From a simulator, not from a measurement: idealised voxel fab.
Herein follows the process module entitled voxel wiring stack.
It is cross-section cut that appears here, measuring 200 nm in width, its square cells being 5 nm in size.
The cross-sections in this document take the form of a grid made of square cells. They are written out as bands, in order from top to bottom. Each band consists of one or more rows of cells. Heads up on the band format: heights come first, top then bottom, in nm. After that it's the materials left to right, each with its width in nm. A single material flagged "all across" fills the whole band edge to edge, and "empty" means there's empty space there. For the purposes of this specification, 0 denotes the height below which the wafer in its as-received condition is composed wholly of one material, and the lowermost band, lacking a lower limit, extends downward without end, as expressed in "0 and below". Graded width ("30 to 40"): value in top row of band = first number; value in bottom row = second number; row-to-row change constant. Where a step carries "left unchanged", the cross-section came out of it unchanged, cell for cell. You'll see "Entrapped void list" listing empty spaces that have no way open to the top, as long as they're 8 cells or more; the notation is width x height at distance, where the distance is from the left edge, and all of it is in nm. Past the settings on a step's line: simulator remark, on that step. overlay nm: mask right of planned place by this much (step with mask). Neg. = left.

[Steps planned for the process]
step 1: RECEIVE: material Si
step 2: CONFORMAL_DEP: material SiO2, thk nm 10
step 3: DIRECTIONAL_DEP: material TiN, thk nm 5
step 4: DIRECTIONAL_DEP: material W, thk nm 15
step 5: DIRECTIONAL_DEP: material aC, thk nm 10
step 6: PATTERN: tone cover, mask id METAL_1, material resist, width nm 30, pitch nm 60, thk nm 25, overlay nm 0
step 7: DIRECTIONAL_ETCH: etch materials aC, depth nm 10
step 8: STRIP: etch materials resist
step 9: DIRECTIONAL_ETCH: etch materials W, depth nm 15
step 10: DIRECTIONAL_ETCH: etch materials TiN, depth nm 5
step 11: STRIP: etch materials aC
step 12: FILL_DEP: material lowk, thk nm 10
step 13: CMP: height nm 30
step 14: CONFORMAL_DEP: material SiCN, thk nm 5
step 15: DIRECTIONAL_DEP: material SiO2, thk nm 30
step 16: MASKED_ETCH: tone open, mask id METAL_2_HOLES, width nm 15, pitch nm 120, etch materials SiO2, depth nm 30, overlay nm 0
step 17: MASKED_ETCH: tone open, mask id METAL_2, width nm 30, pitch nm 60, etch materials SiO2, depth nm 15, overlay nm 0
step 18: MASKED_ETCH: tone open, mask id METAL_2, width nm 30, pitch nm 60, etch materials SiCN, depth nm 5, overlay nm 0
step 19: CONFORMAL_DEP: material TiN, thk nm 5
step 20: FILL_DEP: material Ru, thk nm 5
step 21: CMP: height nm 65
step 22: CONFORMAL_DEP: material SiCN, thk nm 5
step 23: DIRECTIONAL_DEP: material SiO2, thk nm 15
step 24: MASKED_ETCH: tone open, mask id PLUG_2, width nm 15, pitch nm 60, etch materials SiO2, depth nm 15, overlay nm 0
step 25: MASKED_ETCH: tone open, mask id PLUG_2, width nm 15, pitch nm 60, etch materials SiCN, depth nm 5, overlay nm 0
step 26: EPI: material Ru, thk nm 10
step 27: EPI: material Ru, thk nm 10
step 28: CONFORMAL_DEP: material SiN, thk nm 5
step 29: DIRECTIONAL_DEP: material SiO2, thk nm 25
step 30: PATTERN: tone open, mask id METAL_3, material resist, width nm 30, pitch nm 60, thk nm 20, overlay nm 0
step 31: DIRECTIONAL_ETCH: etch materials SiO2, depth nm 25
step 32: DIRECTIONAL_ETCH: etch materials SiN, depth nm 5
step 33: STRIP: etch materials resist
step 34: CONFORMAL_DEP: material TiN, thk nm 5
step 35: FILL_DEP: material Ru, thk nm 5
step 36: CMP: height nm 115
step 37: CONFORMAL_DEP: material SiN, thk nm 5

[Shown in cross-section is the wafer as received, that is, as it stands after step 1]
    0 and below | Si all across
    Entrapped void list: none

[Starting structure and process plan are as shown above, but one mistake was made in running the module; the wafer cross-section at the end of the module follows]
    120 down to 115 | SiN all across
    115 down to 105 | 15 Ru | 5 TiN | 5 SiO2 | 5 TiN | 45 Ru | 5 TiN | 5 SiO2 | 5 TiN | 45 Ru | 5 TiN | 5 SiO2 | 5 TiN | 50 Ru
    105 down to 100 | 20 TiN | 5 SiO2 | 5 TiN | 20 Ru | 30 TiN | 5 SiO2 | 5 TiN | 20 Ru | 30 TiN | 5 SiO2 | 5 TiN | 20 Ru | 30 TiN
    100 down to 90 | 25 SiO2 | 5 TiN | 20 Ru | 5 TiN | 30 SiO2 | 5 TiN | 20 Ru | 5 TiN | 30 SiO2 | 5 TiN | 20 Ru | 5 TiN | 25 SiO2
    90 down to 85 | 20 SiO2 | 5 SiN | 30 TiN | 25 SiO2 | 5 SiN | 30 TiN | 25 SiO2 | 5 SiN | 30 TiN | 25 SiO2
    85 down to 75 | 20 SiO2 | 5 SiN | 15 SiO2 | 5 SiN | 10 TiN | 25 SiO2 | 5 SiN | 15 SiO2 | 5 SiN | 10 TiN | 25 SiO2 | 5 SiN | 15 SiO2 | 5 SiN | 10 TiN | 25 SiO2
    75 down to 70 | 25 SiN | 15 SiO2 | 5 SiN | 10 TiN | 30 SiN | 15 SiO2 | 5 SiN | 10 TiN | 30 SiN | 15 SiO2 | 5 SiN | 10 TiN | 25 SiN
    70 down to 65 | SiCN all across
    65 down to 55 | 25 SiO2 | 5 TiN | 20 Ru | 5 TiN | 30 SiO2 | 5 TiN | 20 Ru | 5 TiN | 30 SiO2 | 5 TiN | 20 Ru | 5 TiN | 25 SiO2
    55 down to 50 | 25 SiO2 | 5 TiN | 5 Ru | 20 TiN | 30 SiO2 | 30 TiN | 30 SiO2 | 5 TiN | 5 Ru | 20 TiN | 25 SiO2
    50 down to 35 | 25 SiO2 | 5 TiN | 5 Ru | 5 TiN | 105 SiO2 | 5 TiN | 5 Ru | 5 TiN | 40 SiO2
    35 down to 30 | 25 SiCN | 15 TiN | 105 SiCN | 15 TiN | 40 SiCN
    30 down to 15 | 25 lowk | 30 W | 30 lowk | 30 W | 30 lowk | 30 W | 25 lowk
    15 down to 10 | 25 lowk | 30 TiN | 30 lowk | 30 TiN | 30 lowk | 30 TiN | 25 lowk
    10 down to 0 | SiO2 all across
    0 and below | Si all across
    Entrapped void list: none
What went wrong in running the wafer? step 24 ran differently from the plan; actual operation with settings: MASKED_ETCH: tone cover, mask id PLUG_2, width nm 15, pitch nm 60, etch materials SiO2, depth nm 15, overlay nm 0
